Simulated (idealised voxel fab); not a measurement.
process module | voxel wiring stack
cross-section cut | 225 nm wide | cells 5 nm
A cross-section is a grid of square cells, given in bands from the top down. A band is one or more rows of cells.
Each band's line starts with the height of the band's top and of its bottom, in nm. Then come its materials from left to right, each with its width in nm. One material with "throughout" fills the band from edge to edge. "air" is empty space.
Height 0 is the level under which the wafer as received is all one material. The lowest band goes on downwards, as in "0 down".
A width such as "30 to 40" changes by the same amount from each row of cells to the next, from the band's top row to its bottom row.
"no change" after a step means that no cell of the cross-section changed.
closed voids: empty space of 8 cells or more with no open way to the top, each as width x height at its distance from the left edge, in nm
after a step's settings: what the simulator itself notes on the step
overlay nm, on a step with a mask: how far to the right of its planned place the mask lay; to the left if negative
plan
1 op RECEIVE | material Si
2 op CONFORMAL_DEP | material SiO2 | thk nm 15
3 op CONFORMAL_DEP | material SiCN | thk nm 5
4 op DIRECTIONAL_DEP | material SiO2 | thk nm 25
5 op PATTERN | tone open | mask id METAL_1 | material resist | width nm 25 | pitch nm 45 | thk nm 15 | overlay nm 0
6 op DIRECTIONAL_ETCH | etch materials SiO2 | depth nm 25
7 op DIRECTIONAL_ETCH | etch materials SiCN | depth nm 5
8 op STRIP | etch materials resist
9 op CONFORMAL_DEP | material TiN | thk nm 5
10 op FILL_DEP | material W | thk nm 5
11 op CMP | height nm 45
12 op CONFORMAL_DEP | material SiCN | thk nm 5
13 op DIRECTIONAL_DEP | material lowk | thk nm 25
14 op PATTERN | tone open | mask id METAL_2 | material resist | width nm 25 | pitch nm 45 | thk nm 15 | overlay nm 0
15 op DIRECTIONAL_ETCH | etch materials lowk | depth nm 15
16 op STRIP | etch materials resist
17 op PATTERN | tone open | mask id METAL_2_HOLES | material resist | width nm 15 | pitch nm 45 | thk nm 15 | overlay nm 0
18 op DIRECTIONAL_ETCH | etch materials lowk | depth nm 10
19 op DIRECTIONAL_ETCH | etch materials SiCN | depth nm 5
20 op STRIP | etch materials resist
21 op CONFORMAL_DEP | material TiN | thk nm 5
22 op FILL_DEP | material Cu | thk nm 5
23 op CMP | height nm 75
24 op CONFORMAL_DEP | material SiCN | thk nm 5
25 op DIRECTIONAL_DEP | material SiO2 | thk nm 15
26 op PATTERN | tone open | mask id PLUG_2 | material resist | width nm 15 | pitch nm 90 | thk nm 15 | overlay nm 0
27 op DIRECTIONAL_ETCH | etch materials SiO2 | depth nm 15
28 op DIRECTIONAL_ETCH | etch materials SiCN | depth nm 5
29 op STRIP | etch materials resist
30 op CONFORMAL_DEP | material TiN | thk nm 5
31 op FILL_DEP | material Cu | thk nm 5
32 op CMP | height nm 95
33 op DIRECTIONAL_DEP | material TiN | thk nm 5
34 op DIRECTIONAL_DEP | material W | thk nm 20
35 op DIRECTIONAL_DEP | material aC | thk nm 10
36 op PATTERN | tone cover | mask id METAL_3 | material resist | width nm 25 | pitch nm 45 | thk nm 25 | overlay nm 0
37 op DIRECTIONAL_ETCH | etch materials aC | depth nm 10
38 op STRIP | etch materials resist
39 op DIRECTIONAL_ETCH | etch materials W | depth nm 20
40 op DIRECTIONAL_ETCH | etch materials TiN | depth nm 5
41 op STRIP | etch materials aC
42 op CONFORMAL_DEP | material SiCN | thk nm 5
43 op FILL_DEP | material SiO2 | thk nm 10
44 op CMP | height nm 120
45 op CONFORMAL_DEP | material SiCN | thk nm 5
46 op DIRECTIONAL_DEP | material lowk | thk nm 25
47 op PATTERN | tone open | mask id METAL_4 | material resist | width nm 25 | pitch nm 45 | thk nm 15 | overlay nm 0
48 op DIRECTIONAL_ETCH | etch materials lowk | depth nm 15
49 op STRIP | etch materials resist
50 op DIRECTIONAL_DEP | material aC | thk nm 10
51 op PATTERN | tone open | mask id METAL_4_HOLES | material resist | width nm 15 | pitch nm 45 | thk nm 30 | overlay nm 0
52 op DIRECTIONAL_ETCH | etch materials aC | depth nm 10
53 op STRIP | etch materials resist
54 op DIRECTIONAL_ETCH | etch materials lowk | depth nm 10
55 op DIRECTIONAL_ETCH | etch materials SiCN | depth nm 5
56 op STRIP | etch materials aC
57 op CONFORMAL_DEP | material TiN | thk nm 5
58 op FILL_DEP | material Ru | thk nm 10
59 op CMP | height nm 150
60 op CONFORMAL_DEP | material SiCN | thk nm 5
first wafer, as planned
as received, after step 1
  0 down: Si throughout
  closed voids: none
after step 2
  15 to 0: SiO2 throughout
  below 0: unchanged
after step 3
  20 to 15: SiCN throughout
  below 15: unchanged
after step 4
  45 to 20: SiO2 throughout
  below 20: unchanged
after step 5
  60 to 45: resist 30 | air 25 | resist 20 | air 25 | resist 20 | air 25 | resist 20 | air 25 | resist 35
  below 45: unchanged
after step 6
  60 to 45: resist 30 | air 25 | resist 20 | air 25 | resist 20 | air 25 | resist 20 | air 25 | resist 35
  45 to 20: SiO2 30 | air 25 | SiO2 20 | air 25 | SiO2 20 | air 25 | SiO2 20 | air 25 | SiO2 35
  below 20: unchanged
after step 7
  60 to 45: resist 30 | air 25 | resist 20 | air 25 | resist 20 | air 25 | resist 20 | air 25 | resist 35
  45 to 20: SiO2 30 | air 25 | SiO2 20 | air 25 | SiO2 20 | air 25 | SiO2 20 | air 25 | SiO2 35
  20 to 15: SiCN 30 | air 25 | SiCN 20 | air 25 | SiCN 20 | air 25 | SiCN 20 | air 25 | SiCN 35
  below 15: unchanged
after step 8
  45 to 20: SiO2 30 | air 25 | SiO2 20 | air 25 | SiO2 20 | air 25 | SiO2 20 | air 25 | SiO2 35
  below 20: unchanged
after step 9
  50 to 45: TiN 35 | air 15 | TiN 30 | air 15 | TiN 30 | air 15 | TiN 30 | air 15 | TiN 40
  45 to 20: SiO2 30 | TiN 5 | air 15 | TiN 5 | SiO2 20 | TiN 5 | air 15 | TiN 5 | SiO2 20 | TiN 5 | air 15 | TiN 5 | SiO2 20 | TiN 5 | air 15 | TiN 5 | SiO2 35
  20 to 15: SiCN 30 | TiN 25 | SiCN 20 | TiN 25 | SiCN 20 | TiN 25 | SiCN 20 | TiN 25 | SiCN 35
  below 15: unchanged
after step 10
  55 to 50: W throughout
  50 to 45: TiN 35 | W 15 | TiN 30 | W 15 | TiN 30 | W 15 | TiN 30 | W 15 | TiN 40
  45 to 20: SiO2 30 | TiN 5 | W 15 | TiN 5 | SiO2 20 | TiN 5 | W 15 | TiN 5 | SiO2 20 | TiN 5 | W 15 | TiN 5 | SiO2 20 | TiN 5 | W 15 | TiN 5 | SiO2 35
  below 20: unchanged
after step 11
  45 to 20: SiO2 30 | TiN 5 | W 15 | TiN 5 | SiO2 20 | TiN 5 | W 15 | TiN 5 | SiO2 20 | TiN 5 | W 15 | TiN 5 | SiO2 20 | TiN 5 | W 15 | TiN 5 | SiO2 35
  below 20: unchanged
after step 12
  50 to 45: SiCN throughout
  below 45: unchanged
after step 13
  75 to 50: lowk throughout
  below 50: unchanged
after step 14
  90 to 75: resist 30 | air 25 | resist 20 | air 25 | resist 20 | air 25 | resist 20 | air 25 | resist 35
  below 75: unchanged
after step 15
  90 to 75: resist 30 | air 25 | resist 20 | air 25 | resist 20 | air 25 | resist 20 | air 25 | resist 35
  75 to 60: lowk 30 | air 25 | lowk 20 | air 25 | lowk 20 | air 25 | lowk 20 | air 25 | lowk 35
  below 60: unchanged
after step 16
  75 to 60: lowk 30 | air 25 | lowk 20 | air 25 | lowk 20 | air 25 | lowk 20 | air 25 | lowk 35
  below 60: unchanged
after step 17
  90 to 75: resist 30 | air 15 | resist 30 | air 15 | resist 30 | air 15 | resist 30 | air 15 | resist 45
  75 to 60: lowk 30 | air 15 | resist 10 | lowk 20 | air 15 | resist 10 | lowk 20 | air 15 | resist 10 | lowk 20 | air 15 | resist 10 | lowk 35
  below 60: unchanged
after step 18
  90 to 75: resist 30 | air 15 | resist 30 | air 15 | resist 30 | air 15 | resist 30 | air 15 | resist 45
  75 to 60: lowk 30 | air 15 | resist 10 | lowk 20 | air 15 | resist 10 | lowk 20 | air 15 | resist 10 | lowk 20 | air 15 | resist 10 | lowk 35
  60 to 50: lowk 30 | air 15 | lowk 30 | air 15 | lowk 30 | air 15 | lowk 30 | air 15 | lowk 45
  below 50: unchanged
after step 19
  90 to 75: resist 30 | air 15 | resist 30 | air 15 | resist 30 | air 15 | resist 30 | air 15 | resist 45
  75 to 60: lowk 30 | air 15 | resist 10 | lowk 20 | air 15 | resist 10 | lowk 20 | air 15 | resist 10 | lowk 20 | air 15 | resist 10 | lowk 35
  60 to 50: lowk 30 | air 15 | lowk 30 | air 15 | lowk 30 | air 15 | lowk 30 | air 15 | lowk 45
  50 to 45: SiCN 30 | air 15 | SiCN 30 | air 15 | SiCN 30 | air 15 | SiCN 30 | air 15 | SiCN 45
  below 45: unchanged
after step 20
  75 to 60: lowk 30 | air 25 | lowk 20 | air 25 | lowk 20 | air 25 | lowk 20 | air 25 | lowk 35
  below 60: unchanged
after step 21
  80 to 75: TiN 35 | air 15 | TiN 30 | air 15 | TiN 30 | air 15 | TiN 30 | air 15 | TiN 40
  75 to 65: lowk 30 | TiN 5 | air 15 | TiN 5 | lowk 20 | TiN 5 | air 15 | TiN 5 | lowk 20 | TiN 5 | air 15 | TiN 5 | lowk 20 | TiN 5 | air 15 | TiN 5 | lowk 35
  65 to 60: lowk 30 | TiN 5 | air 5 | TiN 15 | lowk 20 | TiN 5 | air 5 | TiN 15 | lowk 20 | TiN 5 | air 5 | TiN 15 | lowk 20 | TiN 5 | air 5 | TiN 15 | lowk 35
  60 to 50: lowk 30 | TiN 5 | air 5 | TiN 5 | lowk 30 | TiN 5 | air 5 | TiN 5 | lowk 30 | TiN 5 | air 5 | TiN 5 | lowk 30 | TiN 5 | air 5 | TiN 5 | lowk 45
  50 to 45: SiCN 30 | TiN 15 | SiCN 30 | TiN 15 | SiCN 30 | TiN 15 | SiCN 30 | TiN 15 | SiCN 45
  below 45: unchanged
after step 22
  85 to 80: Cu throughout
  80 to 75: TiN 35 | Cu 15 | TiN 30 | Cu 15 | TiN 30 | Cu 15 | TiN 30 | Cu 15 | TiN 40
  75 to 65: lowk 30 | TiN 5 | Cu 15 | TiN 5 | lowk 20 | TiN 5 | Cu 15 | TiN 5 | lowk 20 | TiN 5 | Cu 15 | TiN 5 | lowk 20 | TiN 5 | Cu 15 | TiN 5 | lowk 35
  65 to 60: lowk 30 | TiN 5 | Cu 5 | TiN 15 | lowk 20 | TiN 5 | Cu 5 | TiN 15 | lowk 20 | TiN 5 | Cu 5 | TiN 15 | lowk 20 | TiN 5 | Cu 5 | TiN 15 | lowk 35
  60 to 50: lowk 30 | TiN 5 | Cu 5 | TiN 5 | lowk 30 | TiN 5 | Cu 5 | TiN 5 | lowk 30 | TiN 5 | Cu 5 | TiN 5 | lowk 30 | TiN 5 | Cu 5 | TiN 5 | lowk 45
  below 50: unchanged
after step 23
  75 to 65: lowk 30 | TiN 5 | Cu 15 | TiN 5 | lowk 20 | TiN 5 | Cu 15 | TiN 5 | lowk 20 | TiN 5 | Cu 15 | TiN 5 | lowk 20 | TiN 5 | Cu 15 | TiN 5 | lowk 35
  below 65: unchanged
after step 24
  80 to 75: SiCN throughout
  below 75: unchanged
after step 25
  95 to 80: SiO2 throughout
  below 80: unchanged
after step 26
  110 to 95: resist 30 | air 15 | resist 75 | air 15 | resist 90
  below 95: unchanged
after step 27
  110 to 95: resist 30 | air 15 | resist 75 | air 15 | resist 90
  95 to 80: SiO2 30 | air 15 | SiO2 75 | air 15 | SiO2 90
  below 80: unchanged
after step 28
  110 to 95: resist 30 | air 15 | resist 75 | air 15 | resist 90
  95 to 80: SiO2 30 | air 15 | SiO2 75 | air 15 | SiO2 90
  80 to 75: SiCN 30 | air 15 | SiCN 75 | air 15 | SiCN 90
  below 75: unchanged
after step 29
  95 to 80: SiO2 30 | air 15 | SiO2 75 | air 15 | SiO2 90
  below 80: unchanged
after step 30
  100 to 95: TiN 35 | air 5 | TiN 85 | air 5 | TiN 95
  95 to 80: SiO2 30 | TiN 5 | air 5 | TiN 5 | SiO2 75 | TiN 5 | air 5 | TiN 5 | SiO2 90
  80 to 75: SiCN 30 | TiN 15 | SiCN 75 | TiN 15 | SiCN 90
  below 75: unchanged
after step 31
  105 to 100: Cu throughout
  100 to 95: TiN 35 | Cu 5 | TiN 85 | Cu 5 | TiN 95
  95 to 80: SiO2 30 | TiN 5 | Cu 5 | TiN 5 | SiO2 75 | TiN 5 | Cu 5 | TiN 5 | SiO2 90
  below 80: unchanged
after step 32
  95 to 80: SiO2 30 | TiN 5 | Cu 5 | TiN 5 | SiO2 75 | TiN 5 | Cu 5 | TiN 5 | SiO2 90
  below 80: unchanged
after step 33
  100 to 95: TiN throughout
  below 95: unchanged
after step 34
  120 to 100: W throughout
  below 100: unchanged
after step 35
  130 to 120: aC throughout
  below 120: unchanged
after step 36
  155 to 130: air 30 | resist 25 | air 20 | resist 25 | air 20 | resist 25 | air 20 | resist 25 | air 35
  below 130: unchanged
after step 37
  145 to 130: air 30 | resist 25 | air 20 | resist 25 | air 20 | resist 25 | air 20 | resist 25 | air 35
  130 to 120: air 30 | aC 25 | air 20 | aC 25 | air 20 | aC 25 | air 20 | aC 25 | air 35
  below 120: unchanged
after step 38
  130 to 120: air 30 | aC 25 | air 20 | aC 25 | air 20 | aC 25 | air 20 | aC 25 | air 35
  below 120: unchanged
after step 39
  130 to 120: air 30 | aC 25 | air 20 | aC 25 | air 20 | aC 25 | air 20 | aC 25 | air 35
  120 to 100: air 30 | W 25 | air 20 | W 25 | air 20 | W 25 | air 20 | W 25 | air 35
  below 100: unchanged
after step 40
  130 to 120: air 30 | aC 25 | air 20 | aC 25 | air 20 | aC 25 | air 20 | aC 25 | air 35
  120 to 100: air 30 | W 25 | air 20 | W 25 | air 20 | W 25 | air 20 | W 25 | air 35
  100 to 95: air 30 | TiN 25 | air 20 | TiN 25 | air 20 | TiN 25 | air 20 | TiN 25 | air 35
  below 95: unchanged
after step 41
  120 to 100: air 30 | W 25 | air 20 | W 25 | air 20 | W 25 | air 20 | W 25 | air 35
  below 100: unchanged
after step 42
  125 to 120: air 25 | SiCN 35 | air 10 | SiCN 35 | air 10 | SiCN 35 | air 10 | SiCN 35 | air 30
  120 to 100: air 25 | SiCN 5 | W 25 | SiCN 5 | air 10 | SiCN 5 | W 25 | SiCN 5 | air 10 | SiCN 5 | W 25 | SiCN 5 | air 10 | SiCN 5 | W 25 | SiCN 5 | air 30
  100 to 95: SiCN 30 | TiN 25 | SiCN 20 | TiN 25 | SiCN 20 | TiN 25 | SiCN 20 | TiN 25 | SiCN 35
  below 95: unchanged
after step 43
  135 to 125: SiO2 throughout
  125 to 120: SiO2 25 | SiCN 35 | SiO2 10 | SiCN 35 | SiO2 10 | SiCN 35 | SiO2 10 | SiCN 35 | SiO2 30
  120 to 100: SiO2 25 | SiCN 5 | W 25 | SiCN 5 | SiO2 10 | SiCN 5 | W 25 | SiCN 5 | SiO2 10 | SiCN 5 | W 25 | SiCN 5 | SiO2 10 | SiCN 5 | W 25 | SiCN 5 | SiO2 30
  below 100: unchanged
after step 44
  120 to 100: SiO2 25 | SiCN 5 | W 25 | SiCN 5 | SiO2 10 | SiCN 5 | W 25 | SiCN 5 | SiO2 10 | SiCN 5 | W 25 | SiCN 5 | SiO2 10 | SiCN 5 | W 25 | SiCN 5 | SiO2 30
  below 100: unchanged
after step 45
  125 to 120: SiCN throughout
  below 120: unchanged
after step 46
  150 to 125: lowk throughout
  below 125: unchanged
after step 47
  165 to 150: resist 30 | air 25 | resist 20 | air 25 | resist 20 | air 25 | resist 20 | air 25 | resist 35
  below 150: unchanged
after step 48
  165 to 150: resist 30 | air 25 | resist 20 | air 25 | resist 20 | air 25 | resist 20 | air 25 | resist 35
  150 to 135: lowk 30 | air 25 | lowk 20 | air 25 | lowk 20 | air 25 | lowk 20 | air 25 | lowk 35
  below 135: unchanged
after step 49
  150 to 135: lowk 30 | air 25 | lowk 20 | air 25 | lowk 20 | air 25 | lowk 20 | air 25 | lowk 35
  below 135: unchanged
after step 50
  160 to 150: aC 30 | air 25 | aC 20 | air 25 | aC 20 | air 25 | aC 20 | air 25 | aC 35
  150 to 145: lowk 30 | air 25 | lowk 20 | air 25 | lowk 20 | air 25 | lowk 20 | air 25 | lowk 35
  145 to 135: lowk 30 | aC 25 | lowk 20 | aC 25 | lowk 20 | aC 25 | lowk 20 | aC 25 | lowk 35
  below 135: unchanged
after step 51
  190 to 160: resist 30 | air 15 | resist 30 | air 15 | resist 30 | air 15 | resist 30 | air 15 | resist 45
  160 to 150: aC 30 | air 15 | resist 10 | aC 20 | air 15 | resist 10 | aC 20 | air 15 | resist 10 | aC 20 | air 15 | resist 10 | aC 35
  150 to 145: lowk 30 | air 15 | resist 10 | lowk 20 | air 15 | resist 10 | lowk 20 | air 15 | resist 10 | lowk 20 | air 15 | resist 10 | lowk 35
  below 145: unchanged
after step 52
  180 to 160: resist 30 | air 15 | resist 30 | air 15 | resist 30 | air 15 | resist 30 | air 15 | resist 45
  160 to 150: aC 30 | air 15 | resist 10 | aC 20 | air 15 | resist 10 | aC 20 | air 15 | resist 10 | aC 20 | air 15 | resist 10 | aC 35
  150 to 145: lowk 30 | air 15 | resist 10 | lowk 20 | air 15 | resist 10 | lowk 20 | air 15 | resist 10 | lowk 20 | air 15 | resist 10 | lowk 35
  145 to 135: lowk 30 | air 15 | aC 10 | lowk 20 | air 15 | aC 10 | lowk 20 | air 15 | aC 10 | lowk 20 | air 15 | aC 10 | lowk 35
  below 135: unchanged
after step 53
  160 to 150: aC 30 | air 25 | aC 20 | air 25 | aC 20 | air 25 | aC 20 | air 25 | aC 35
  150 to 145: lowk 30 | air 25 | lowk 20 | air 25 | lowk 20 | air 25 | lowk 20 | air 25 | lowk 35
  below 145: unchanged
after step 54
  160 to 150: aC 30 | air 25 | aC 20 | air 25 | aC 20 | air 25 | aC 20 | air 25 | aC 35
  150 to 145: lowk 30 | air 25 | lowk 20 | air 25 | lowk 20 | air 25 | lowk 20 | air 25 | lowk 35
  145 to 135: lowk 30 | air 15 | aC 10 | lowk 20 | air 15 | aC 10 | lowk 20 | air 15 | aC 10 | lowk 20 | air 15 | aC 10 | lowk 35
  135 to 125: lowk 30 | air 15 | lowk 30 | air 15 | lowk 30 | air 15 | lowk 30 | air 15 | lowk 45
  below 125: unchanged
after step 55
  160 to 150: aC 30 | air 25 | aC 20 | air 25 | aC 20 | air 25 | aC 20 | air 25 | aC 35
  150 to 145: lowk 30 | air 25 | lowk 20 | air 25 | lowk 20 | air 25 | lowk 20 | air 25 | lowk 35
  145 to 135: lowk 30 | air 15 | aC 10 | lowk 20 | air 15 | aC 10 | lowk 20 | air 15 | aC 10 | lowk 20 | air 15 | aC 10 | lowk 35
  135 to 125: lowk 30 | air 15 | lowk 30 | air 15 | lowk 30 | air 15 | lowk 30 | air 15 | lowk 45
  125 to 120: SiCN 30 | air 15 | SiCN 30 | air 15 | SiCN 30 | air 15 | SiCN 30 | air 15 | SiCN 45
  below 120: unchanged
after step 56
  150 to 135: lowk 30 | air 25 | lowk 20 | air 25 | lowk 20 | air 25 | lowk 20 | air 25 | lowk 35
  below 135: unchanged
after step 57
  155 to 150: TiN 35 | air 15 | TiN 30 | air 15 | TiN 30 | air 15 | TiN 30 | air 15 | TiN 40
  150 to 140: lowk 30 | TiN 5 | air 15 | TiN 5 | lowk 20 | TiN 5 | air 15 | TiN 5 | lowk 20 | TiN 5 | air 15 | TiN 5 | lowk 20 | TiN 5 | air 15 | TiN 5 | lowk 35
  140 to 135: lowk 30 | TiN 5 | air 5 | TiN 15 | lowk 20 | TiN 5 | air 5 | TiN 15 | lowk 20 | TiN 5 | air 5 | TiN 15 | lowk 20 | TiN 5 | air 5 | TiN 15 | lowk 35
  135 to 125: lowk 30 | TiN 5 | air 5 | TiN 5 | lowk 30 | TiN 5 | air 5 | TiN 5 | lowk 30 | TiN 5 | air 5 | TiN 5 | lowk 30 | TiN 5 | air 5 | TiN 5 | lowk 45
  125 to 120: SiCN 30 | TiN 15 | SiCN 30 | TiN 15 | SiCN 30 | TiN 15 | SiCN 30 | TiN 15 | SiCN 45
  below 120: unchanged
after step 58
  165 to 155: Ru throughout
  155 to 150: TiN 35 | Ru 15 | TiN 30 | Ru 15 | TiN 30 | Ru 15 | TiN 30 | Ru 15 | TiN 40
  150 to 140: lowk 30 | TiN 5 | Ru 15 | TiN 5 | lowk 20 | TiN 5 | Ru 15 | TiN 5 | lowk 20 | TiN 5 | Ru 15 | TiN 5 | lowk 20 | TiN 5 | Ru 15 | TiN 5 | lowk 35
  140 to 135: lowk 30 | TiN 5 | Ru 5 | TiN 15 | lowk 20 | TiN 5 | Ru 5 | TiN 15 | lowk 20 | TiN 5 | Ru 5 | TiN 15 | lowk 20 | TiN 5 | Ru 5 | TiN 15 | lowk 35
  135 to 125: lowk 30 | TiN 5 | Ru 5 | TiN 5 | lowk 30 | TiN 5 | Ru 5 | TiN 5 | lowk 30 | TiN 5 | Ru 5 | TiN 5 | lowk 30 | TiN 5 | Ru 5 | TiN 5 | lowk 45
  below 125: unchanged
after step 59
  150 to 140: lowk 30 | TiN 5 | Ru 15 | TiN 5 | lowk 20 | TiN 5 | Ru 15 | TiN 5 | lowk 20 | TiN 5 | Ru 15 | TiN 5 | lowk 20 | TiN 5 | Ru 15 | TiN 5 | lowk 35
  below 140: unchanged
after step 60
  155 to 150: SiCN throughout
  below 150: unchanged
second wafer: like start, like plan, one mistake. Through step 46 it matches the first wafer
when step 47 should have ended
  165 to 150: air 30 | resist 25 | air 20 | resist 25 | air 20 | resist 25 | air 20 | resist 25 | air 35
  below 150: unchanged
when step 48 should have ended
  165 to 150: air 30 | resist 25 | air 20 | resist 25 | air 20 | resist 25 | air 20 | resist 25 | air 35
  150 to 135: air 30 | lowk 25 | air 20 | lowk 25 | air 20 | lowk 25 | air 20 | lowk 25 | air 35
  below 135: unchanged
when step 49 should have ended
  150 to 135: air 30 | lowk 25 | air 20 | lowk 25 | air 20 | lowk 25 | air 20 | lowk 25 | air 35
  below 135: unchanged
when step 50 should have ended
  160 to 150: air 30 | aC 25 | air 20 | aC 25 | air 20 | aC 25 | air 20 | aC 25 | air 35
  150 to 145: air 30 | lowk 25 | air 20 | lowk 25 | air 20 | lowk 25 | air 20 | lowk 25 | air 35
  145 to 135: aC 30 | lowk 25 | aC 20 | lowk 25 | aC 20 | lowk 25 | aC 20 | lowk 25 | aC 35
  below 135: unchanged
when step 51 should have ended
  190 to 160: resist 30 | air 15 | resist 30 | air 15 | resist 30 | air 15 | resist 30 | air 15 | resist 45
  160 to 150: resist 30 | aC 25 | resist 20 | aC 25 | resist 20 | aC 25 | resist 20 | aC 25 | resist 35
  150 to 145: resist 30 | lowk 25 | resist 20 | lowk 25 | resist 20 | lowk 25 | resist 20 | lowk 25 | resist 35
  below 145: unchanged
when step 52 should have ended
  180 to 160: resist 30 | air 15 | resist 30 | air 15 | resist 30 | air 15 | resist 30 | air 15 | resist 45
  160 to 150: resist 30 | air 15 | aC 10 | resist 20 | air 15 | aC 10 | resist 20 | air 15 | aC 10 | resist 20 | air 15 | aC 10 | resist 35
  below 150: unchanged
when step 53 should have ended
  160 to 150: air 45 | aC 10 | air 35 | aC 10 | air 35 | aC 10 | air 35 | aC 10 | air 35
  150 to 145: air 30 | lowk 25 | air 20 | lowk 25 | air 20 | lowk 25 | air 20 | lowk 25 | air 35
  below 145: unchanged
when step 54 should have ended
  160 to 150: air 45 | aC 10 | air 35 | aC 10 | air 35 | aC 10 | air 35 | aC 10 | air 35
  150 to 145: air 45 | lowk 10 | air 35 | lowk 10 | air 35 | lowk 10 | air 35 | lowk 10 | air 35
  145 to 140: aC 30 | air 15 | lowk 10 | aC 20 | air 15 | lowk 10 | aC 20 | air 15 | lowk 10 | aC 20 | air 15 | lowk 10 | aC 35
  below 140: unchanged
when step 55 should have ended: no change
when step 56 should have ended
  150 to 140: air 45 | lowk 10 | air 35 | lowk 10 | air 35 | lowk 10 | air 35 | lowk 10 | air 35
  140 to 135: air 30 | lowk 25 | air 20 | lowk 25 | air 20 | lowk 25 | air 20 | lowk 25 | air 35
  below 135: unchanged
when step 57 should have ended
  155 to 150: air 40 | TiN 20 | air 25 | TiN 20 | air 25 | TiN 20 | air 25 | TiN 20 | air 30
  150 to 140: air 40 to 25 | TiN 5 to 20 | lowk 10 | TiN 5 | air 25 to 10 | TiN 5 to 20 | lowk 10 | TiN 5 | air 25 to 10 | TiN 5 to 20 | lowk 10 | TiN 5 | air 25 to 10 | TiN 5 to 20 | lowk 10 | TiN 5 | air 30
  140 to 135: TiN 30 | lowk 25 | TiN 20 | lowk 25 | TiN 20 | lowk 25 | TiN 20 | lowk 25 | TiN 35
  below 135: unchanged
when step 58 should have ended
  165 to 155: Ru throughout
  155 to 150: Ru 40 | TiN 20 | Ru 25 | TiN 20 | Ru 25 | TiN 20 | Ru 25 | TiN 20 | Ru 30
  150 to 140: Ru 40 to 25 | TiN 5 to 20 | lowk 10 | TiN 5 | Ru 25 to 10 | TiN 5 to 20 | lowk 10 | TiN 5 | Ru 25 to 10 | TiN 5 to 20 | lowk 10 | TiN 5 | Ru 25 to 10 | TiN 5 to 20 | lowk 10 | TiN 5 | Ru 30
  below 140: unchanged
when step 59 should have ended
  150 to 140: Ru 40 to 25 | TiN 5 to 20 | lowk 10 | TiN 5 | Ru 25 to 10 | TiN 5 to 20 | lowk 10 | TiN 5 | Ru 25 to 10 | TiN 5 to 20 | lowk 10 | TiN 5 | Ru 25 to 10 | TiN 5 to 20 | lowk 10 | TiN 5 | Ru 30
  below 140: unchanged
when step 60 should have ended
  155 to 150: SiCN throughout
  below 150: unchanged
what went wrong: step 47 ran as: op PATTERN | tone cover | mask id METAL_4 | material resist | width nm 25 | pitch nm 45 | thk nm 15 | overlay nm 0
at the end the second wafer has, in cells: 10 more of Ru | 12 more of SiCN | 7 fewer of TiN | 15 fewer of lowk
